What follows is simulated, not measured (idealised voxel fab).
Title: Process Module voxel transistor to metal
We display cut, a cross-section 200 nm in width whose square cells are each 5 nm.
Bands, listed from the top down, are how a cross-section gets written in this document; the cross-section itself is a grid of square cells, and a band is one or more rows of them.
Top, bottom (nm), then materials left to right with widths (nm); lone material tagged "throughout" fills the whole band edge to edge; "blank" = empty space.
Note: height 0 marks the level under which the wafer is uniformly one material as received. Lowest band unbounded below, written "0 and below".
Width: "30->40" (first number = top row, second number = bottom row, same change from row to row of cells).
"stayed the same" (step): cross-section cells unchanged, all of them.
Empty spaces without an open route to the top, at least 8 cells in extent, make up the entry "Closed internal voids"; each is given as width x height at distance, where the distance is measured from the left edge, and all are in nm.
Anything after a step's settings on that line? It's the simulator's own note about the step.
"overlay nm" denotes, for a step that has a mask, the displacement of the mask to the right of its planned place, with negative values corresponding to the left.
### Here's what the planned process steps look like
1 RECEIVE: material Si
2 OXIDIZE: depth nm 5
3 CONFORMAL_DEP: material SiN, thk nm 15
4 MASKED_ETCH: tone cover, mask id ACTIVE, width nm 110, etch materials SiN, depth nm 15, overlay nm 0
5 MASKED_ETCH: tone cover, mask id ACTIVE, width nm 110, etch materials SiO2, depth nm 5, overlay nm -15
6 MASKED_ETCH: tone cover, mask id ACTIVE, width nm 110, etch materials Si, depth nm 25, overlay nm 0
7 FILL_DEP: material SiO2, thk nm 5
8 CMP: height nm 15
9 SELECTIVE_ETCH: etch materials SiO2, depth nm 10
10 STRIP: etch materials SiN
11 SELECTIVE_ETCH: etch materials SiO2, depth nm 5
12 OXIDIZE: depth nm 5
13 DIRECTIONAL_DEP: material polySi, thk nm 20
14 DIRECTIONAL_DEP: material SiCN, thk nm 15
15 MASKED_ETCH: tone cover, mask id GATE, width nm 30, etch materials SiCN, depth nm 25, overlay nm 0
16 MASKED_ETCH: tone cover, mask id GATE, width nm 30, etch materials polySi, depth nm 30, overlay nm 0
17 CONFORMAL_DEP: material SiN, thk nm 10
18 DIRECTIONAL_ETCH: etch materials SiN, depth nm 10
19 DIRECTIONAL_ETCH: etch materials SiO2, depth nm 5
20 DIRECTIONAL_ETCH: etch materials Si, depth nm 10
21 EPI: material SiGe, thk nm 10
22 FILL_DEP: material SiO2, thk nm 10
23 CMP: height nm 15
24 STRIP: etch materials polySi
25 SELECTIVE_ETCH: etch materials SiO2, depth nm 5
26 CONFORMAL_DEP: material HfO2, thk nm 5
27 CONFORMAL_DEP: material TiN, thk nm 5
28 FILL_DEP: material W, thk nm 10
29 CMP: height nm 10
30 DIRECTIONAL_DEP: material SiO2, thk nm 15
31 MASKED_ETCH: tone open, mask id CONTACT, width nm 20, pitch nm 80, etch materials SiO2, depth nm 35, overlay nm 0
32 CONFORMAL_DEP: material TiN, thk nm 5
33 FILL_DEP: material W, thk nm 5
34 CMP: height nm 25
35 DIRECTIONAL_DEP: material TiN, thk nm 5
36 DIRECTIONAL_DEP: material W, thk nm 20
37 DIRECTIONAL_DEP: material aC, thk nm 10
38 PATTERN: tone cover, mask id METAL_1, material resist, width nm 20, pitch nm 80, thk nm 25, overlay nm 0
39 DIRECTIONAL_ETCH: etch materials aC, depth nm 10
40 STRIP: etch materials resist
41 DIRECTIONAL_ETCH: etch materials W, depth nm 20
42 DIRECTIONAL_ETCH: etch materials TiN, depth nm 5
43 STRIP: etch materials aC
44 CONFORMAL_DEP: material SiN, thk nm 5
45 FILL_DEP: material SiO2, thk nm 10
46 CMP: height nm 50
47 CONFORMAL_DEP: material SiN, thk nm 5
Don't read the plan's overlay nm for step 5 as applying to every wafer: that's the first wafer's value, and the wafers differ in it, though they all start identical.
### After step 1, as received: first of several wafers, cross-section
> 0 and below | Si throughout
> Closed internal voids: none
### Depicted here is the first of several wafers in cross-section, at module completion following the last step, step 47
> 55 down to 50 | SiN throughout
> 50 down to 30 | 45 of SiO2 / 5 of SiN / 20 of W / 5 of SiN / 50 of SiO2 / 5 of SiN / 20 of W / 5 of SiN / 45 of SiO2
> 30 down to 25 | 50 of SiN / 20 of TiN / 60 of SiN / 20 of TiN / 50 of SiN
> 25 down to 10 | 50 of SiO2 / 5 of TiN / 10 of W / 5 of TiN / 60 of SiO2 / 5 of TiN / 10 of W / 5 of TiN / 50 of SiO2
> 10 down to 5 | 50 of SiO2 / 5 of TiN / 10 of W / 5 of TiN / 5 of SiO2 / 10 of SiN / 5 of HfO2 / 5 of TiN / 10 of W / 5 of TiN / 5 of HfO2 / 10 of SiN / 5 of SiO2 / 5 of TiN / 10 of W / 5 of TiN / 50 of SiO2
> 5 down to 0 | 50 of SiO2 / 20 of TiN / 5 of SiO2 / 10 of SiN / 5 of HfO2 / 5 of TiN / 10 of W / 5 of TiN / 5 of HfO2 / 10 of SiN / 5 of SiO2 / 20 of TiN / 50 of SiO2
> 0 down to -5 | 25 of SiO2 / 15 of SiGe / 10 of SiN / 10 of SiGe / 5 of TiN / 10 of SiGe / 10 of SiN / 5 of HfO2 / 20 of TiN / 5 of HfO2 / 10 of SiN / 10 of SiGe / 5 of TiN / 10 of SiGe / 10 of SiN / 40 of SiO2
> -5 down to -10 | 30 of SiO2 / 5 of SiGe / 15 of SiO2 / 10 of SiGe / 5 of TiN / 10 of SiGe / 5 of SiO2 / 40 of HfO2 / 5 of SiO2 / 10 of SiGe / 5 of TiN / 10 of SiGe / 50 of SiO2
> -10 down to -15 | 30 of SiO2 / 5 of SiGe / 15 of Si / 25 of SiGe / 50 of Si / 25 of SiGe / 5 of Si / 45 of SiO2
> -15 down to -20 | 30 of SiO2 / 20 of Si / 25 of SiGe / 50 of Si / 25 of SiGe / 5 of Si / 45 of SiO2
> -20 down to -30 | 30 of SiO2 / 125 of Si / 45 of SiO2
> -30 and below | Si throughout
> Closed internal voids: none
### Here's the last wafer cross-sectioned at the end of the module
> 55 down to 50 | SiN throughout
> 50 down to 30 | 45 of SiO2 / 5 of SiN / 20 of W / 5 of SiN / 50 of SiO2 / 5 of SiN / 20 of W / 5 of SiN / 45 of SiO2
> 30 down to 25 | 50 of SiN / 20 of TiN / 60 of SiN / 20 of TiN / 50 of SiN
> 25 down to 10 | 50 of SiO2 / 5 of TiN / 10 of W / 5 of TiN / 60 of SiO2 / 5 of TiN / 10 of W / 5 of TiN / 50 of SiO2
> 10 down to 5 | 50 of SiO2 / 5 of TiN / 10 of W / 5 of TiN / 5 of SiO2 / 10 of SiN / 5 of HfO2 / 5 of TiN / 10 of W / 5 of TiN / 5 of HfO2 / 10 of SiN / 5 of SiO2 / 5 of TiN / 10 of W / 5 of TiN / 50 of SiO2
> 5 down to 0 | 50 of SiO2 / 20 of TiN / 5 of SiO2 / 10 of SiN / 5 of HfO2 / 5 of TiN / 10 of W / 5 of TiN / 5 of HfO2 / 10 of SiN / 5 of SiO2 / 20 of TiN / 50 of SiO2
> 0 down to -5 | 40 of SiO2 / 10 of SiN / 10 of SiGe / 5 of TiN / 10 of SiGe / 10 of SiN / 5 of HfO2 / 20 of TiN / 5 of HfO2 / 10 of SiN / 10 of SiGe / 5 of TiN / 10 of SiGe / 10 of SiN / 15 of SiGe / 25 of SiO2
> -5 down to -10 | 50 of SiO2 / 10 of SiGe / 5 of TiN / 10 of SiGe / 5 of SiO2 / 40 of HfO2 / 5 of SiO2 / 10 of SiGe / 5 of TiN / 10 of SiGe / 15 of SiO2 / 5 of SiGe / 30 of SiO2
> -10 down to -15 | 45 of SiO2 / 5 of Si / 25 of SiGe / 50 of Si / 25 of SiGe / 15 of Si / 5 of SiGe / 30 of SiO2
> -15 down to -20 | 45 of SiO2 / 5 of Si / 25 of SiGe / 50 of Si / 25 of SiGe / 20 of Si / 30 of SiO2
> -20 down to -30 | 45 of SiO2 / 125 of Si / 30 of SiO2
> -30 and below | Si throughout
> Closed internal voids: none
### Per wafer, end of module: cells gained (+) or lost (-) per material since receipt, then closed voids
overlay nm -15; +14 HfO2; -161 Si; +41 SiGe; +104 SiN; +346 SiO2; +44 TiN; +52 W; Closed internal voids: none
overlay nm -10; +14 HfO2; -164 Si; +36 SiGe; +104 SiN; +354 SiO2; +44 TiN; +52 W; Closed internal voids: none
overlay nm -5; +14 HfO2; -168 Si; +36 SiGe; +104 SiN; +358 SiO2; +44 TiN; +52 W; Closed internal voids: none
overlay nm 0; +14 HfO2; -172 Si; +36 SiGe; +104 SiN; +362 SiO2; +44 TiN; +52 W; Closed internal voids: none
overlay nm 5; +14 HfO2; -168 Si; +36 SiGe; +104 SiN; +358 SiO2; +44 TiN; +52 W; Closed internal voids: none
overlay nm 10; +14 HfO2; -164 Si; +36 SiGe; +104 SiN; +354 SiO2; +44 TiN; +52 W; Closed internal voids: none
overlay nm 15; +14 HfO2; -161 Si; +41 SiGe; +104 SiN; +346 SiO2; +44 TiN; +52 W; Closed internal voids: none
